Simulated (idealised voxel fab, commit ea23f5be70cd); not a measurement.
Proc. module: voxel capacitor over wiring
Square cell edge 5 nm, section width 195 nm, ID cut.
Cross-section spec: square-cell grid; bands listed top down; each band is one or more rows.
Look at the band entry: it leads with the top's height and the bottom's height in nm. Then it lists the materials left to right, with a width in nm for each. The word "everywhere" on a single material says that material fills the band edge to edge. The word "empty" is empty space.
Height 0 is the level under which the wafer as received is all one material. The lowest band goes on downwards, as in "z 0 and below".
Note: "30..40" means the width goes from the first number (top row of the band) to the second number (bottom row) in equal steps per row of cells.
"remained unchanged", as given for a step, is the statement that not any cell of the cross-section underwent a change during that step.
In the "Sealed internal cavities" entry, you get each enclosed empty space of 8 cells or more, one with no open way to the top, written width x height at distance, distance from the left edge, in nm.
On a step's line, text after the settings is the simulator commenting on that step.
overlay nm: for a step with a mask, the amount by which the mask lay right of where it was planned; a negative amount means left of it.
[Here's what the planned process steps look like]
- 1: RECEIVE with material Si
- 2: CONFORMAL_DEP with material SiO2, thk nm 10
- 3: DIRECTIONAL_DEP with material TiN, thk nm 5
- 4: DIRECTIONAL_DEP with material W, thk nm 25
- 5: PATTERN with tone cover, mask id METAL_1, material resist, width nm 25, pitch nm 90, thk nm 15, overlay nm 0
- 6: DIRECTIONAL_ETCH with etch materials W, depth nm 25
- 7: DIRECTIONAL_ETCH with etch materials TiN, depth nm 5
- 8: STRIP with etch materials resist
- 9: CONFORMAL_DEP with material SiN, thk nm 5
- 10: FILL_DEP with material SiO2, thk nm 5
- 11: CMP with height nm 40
- 12: CONFORMAL_DEP with material SiCN, thk nm 5
- 13: DIRECTIONAL_DEP with material SiO2, thk nm 20
- 14: DIRECTIONAL_DEP with material aC, thk nm 15
- 15: PATTERN with tone open, mask id PLUG_1, material resist, width nm 15, thk nm 35, overlay nm 0
- 16: DIRECTIONAL_ETCH with etch materials aC, depth nm 15
- 17: STRIP with etch materials resist
- 18: DIRECTIONAL_ETCH with etch materials SiO2, depth nm 20
- 19: DIRECTIONAL_ETCH with etch materials SiCN, depth nm 5
- 20: STRIP with etch materials aC
- 21: EPI with material Ru, thk nm 10
- 22: EPI with material Ru, thk nm 10
- 23: EPI with material Ru, thk nm 5
- 24: DIRECTIONAL_DEP with material TiN, thk nm 5
- 25: DIRECTIONAL_DEP with material Al2O3, thk nm 5
- 26: DIRECTIONAL_DEP with material TiN, thk nm 10
- 27: MASKED_ETCH with tone cover, mask id UPPER_PLATE, width nm 70, etch materials TiN, depth nm 10, overlay nm 0
- 28: MASKED_ETCH with tone cover, mask id UPPER_PLATE, width nm 70, etch materials Al2O3, depth nm 5, overlay nm 0
- 29: MASKED_ETCH with tone cover, mask id LOWER_PLATE, width nm 80, etch materials TiN, depth nm 5, overlay nm 0
- 30: FILL_DEP with material SiO2, thk nm 20
- 31: CMP with height nm 100
- 32: MASKED_ETCH with tone open, mask id PLUG_2, width nm 15, etch materials SiO2, depth nm 15, overlay nm 0
- 33: CONFORMAL_DEP with material TiN, thk nm 5
- 34: FILL_DEP with material Ru, thk nm 5
- 35: CMP with height nm 100
- 36: CONFORMAL_DEP with material SiCN, thk nm 5
[Cross-section of the wafer upon arrival, representing the state reached after step 1]
z 0 and below: Si everywhere
Sealed internal cavities: none
[first wafer at the end, as planned]
z 105 to 100: SiCN everywhere
z 100 to 90: 60 of SiO2; 5 of TiN; 5 of Ru; 5 of TiN; 120 of SiO2
z 90 to 85: 60 of SiO2; 15 of TiN; 120 of SiO2
z 85 to 75: 50 of SiO2; 70 of TiN; 75 of SiO2
z 75 to 70: 50 of SiO2; 70 of Al2O3; 75 of SiO2
z 70 to 65: 45 of SiO2; 80 of TiN; 70 of SiO2
z 65 to 45: 50 of SiO2; 15 of Ru; 130 of SiO2
z 45 to 40: 50 of SiCN; 15 of Ru; 130 of SiCN
z 40 to 15: 35 of SiO2; 5 of SiN; 25 of W; 5 of SiN; 55 of SiO2; 5 of SiN; 25 of W; 5 of SiN; 35 of SiO2
z 15 to 10: 40 of SiN; 25 of TiN; 65 of SiN; 25 of TiN; 40 of SiN
z 10 to 0: SiO2 everywhere
z 0 and below: Si everywhere
Sealed internal cavities: none
[Second wafer cross-section at end of module - shared start and plan with the first, one mistake in the run]
z 105 to 100: SiCN everywhere
z 100 to 90: 60 of SiO2; 5 of TiN; 5 of Ru; 5 of TiN; 120 of SiO2
z 90 to 85: 60 of SiO2; 15 of TiN; 120 of SiO2
z 85 to 75: 50 of SiO2; 70 of TiN; 75 of SiO2
z 75 to 70: 50 of SiO2; 70 of Al2O3; 75 of SiO2
z 70 to 65: 45 of SiO2; 80 of TiN; 70 of SiO2
z 65 to 45: 50 of SiO2; 15 of Ru; 130 of SiO2
z 45 to 40: 50 of SiCN; 15 of Ru; 130 of SiCN
z 40 to 15: 45 of SiO2; 5 of SiN; 25 of W; 5 of SiN; 55 of SiO2; 5 of SiN; 25 of W; 5 of SiN; 25 of SiO2
z 15 to 10: 50 of SiN; 25 of TiN; 65 of SiN; 25 of TiN; 30 of SiN
z 10 to 0: SiO2 everywhere
z 0 and below: Si everywhere
Sealed internal cavities: none
Short version of what went wrong: the process deviated at step 5: the operation and settings actually run there were PATTERN with tone cover, mask id METAL_1, material resist, width nm 25, pitch nm 90, thk nm 15, overlay nm 10
Final state: per-material cell counts identical on both wafers; locations differ.
